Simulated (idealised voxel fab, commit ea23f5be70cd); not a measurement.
The process module presented herein is designated voxel fin reveal.
It is cross-section cut that appears here, measuring 285 nm in width, its square cells being 5 nm in size.
In what follows, cross-sections appear as grids of square cells, described through bands that run from the top down, where every band is one or more rows of cells. Top height, bottom height, nm. Materials left to right, width each, nm. Single material + "full width" = fills band edge to edge. "air" = empty. Heads up on the height convention: 0 is the point under which the incoming wafer is all one material, and the lowest band has no bottom, it just keeps going down, like "0 down". A width given as "30->40" starts at the first number in the band's top row and ends at the second number in its bottom row, shifting by an equal amount at every step from row to row. "nothing was modified" for a step: no cell of the cross-section changed in that step. For the entry "Tabulated closed voids", the listed items are empty spaces with no open way to the top whose size is 8 cells or more; each item follows the pattern width x height at distance, where distance is from the left edge and all three are in nm. Text after the settings on a step's line: the simulator's own remark on that step. "overlay nm", when on a step's line for a step with a mask, measures how far to the right of its planned place the mask lay; a negative measure means to the left.
PLANNED STEP LIST FOR THE PROCESS
- 1: RECEIVE | material Si
- 2: CONFORMAL_DEP | material SiN | thk nm 10
- 3: MASKED_ETCH | tone cover | mask id FINS | width nm 15 | pitch nm 35 | etch materials SiN | depth nm 10 | overlay nm 0
- 4: MASKED_ETCH | tone cover | mask id FINS | width nm 15 | pitch nm 35 | etch materials Si | depth nm 30 | overlay nm 0
- 5: OXIDIZE | depth nm 5
- 6: FILL_DEP | material SiO2 | thk nm 15
- 7: CMP | height nm 10
- 8: SELECTIVE_ETCH | etch materials SiO2 | depth nm 10
- 9: STRIP | etch materials SiN
- 10: CONFORMAL_DEP | material SiO2 | thk nm 5
The plan's step 8 depth nm is the first wafer's value; the wafers differ in this setting and start identical.
INCOMING STATE OF THE FIRST OF SEVERAL WAFERS IN CROSS-SECTION: AFTER STEP 1
> 0 down | Si full width
> Tabulated closed voids: none
FIRST OF SEVERAL WAFERS IN CROSS-SECTION AT MODULE END, FOLLOWING THE FINAL STEP, STEP 10
> 5 to 0 | SiO2 full width
> 0 to -35 | 85 of SiO2, 5 of Si, 30 of SiO2, 5 of Si, 30 of SiO2, 5 of Si, 30 of SiO2, 5 of Si, 90 of SiO2
> -35 down | Si full width
> Tabulated closed voids: none
OF THE SEVERAL WAFERS, THE LAST: CROSS-SECTION AT THE END OF THE MODULE
> 5 to 0 | 80 of air, 15 of SiO2, 20 of air, 15 of SiO2, 20 of air, 15 of SiO2, 20 of air, 15 of SiO2, 85 of air
> 0 to -20 | 80 of air, 5 of SiO2, 5 of Si, 5 of SiO2, 20 of air, 5 of SiO2, 5 of Si, 5 of SiO2, 20 of air, 5 of SiO2, 5 of Si, 5 of SiO2, 20 of air, 5 of SiO2, 5 of Si, 5 of SiO2, 85 of air
> -20 to -35 | 85 of SiO2, 5 of Si, 30 of SiO2, 5 of Si, 30 of SiO2, 5 of Si, 30 of SiO2, 5 of Si, 90 of SiO2
> -35 down | Si full width
> Tabulated closed voids: none
THE ROWS OF THE TABLE BELOW ARE WAFERS. LOOKING AT THE END OF THE MODULE, A ROW COUNTS, FOR EVERY MATERIAL, THE CELLS THE WAFER HAS GAINED, SHOWN AS (+), OR LOST, SHOWN AS (-), SINCE IT WAS RECEIVED; ITS CLOSED VOIDS COME NEXT
depth nm 10, -371 Si, +428 SiO2, Tabulated closed voids: none
depth nm 15, -371 Si, +383 SiO2, Tabulated closed voids: none
depth nm 20, -371 Si, +338 SiO2, Tabulated closed voids: none
depth nm 25, -371 Si, +293 SiO2, Tabulated closed voids: none
depth nm 30, -371 Si, +248 SiO2, Tabulated closed voids: none
depth nm 35, -371 Si, +203 SiO2, Tabulated closed voids: none
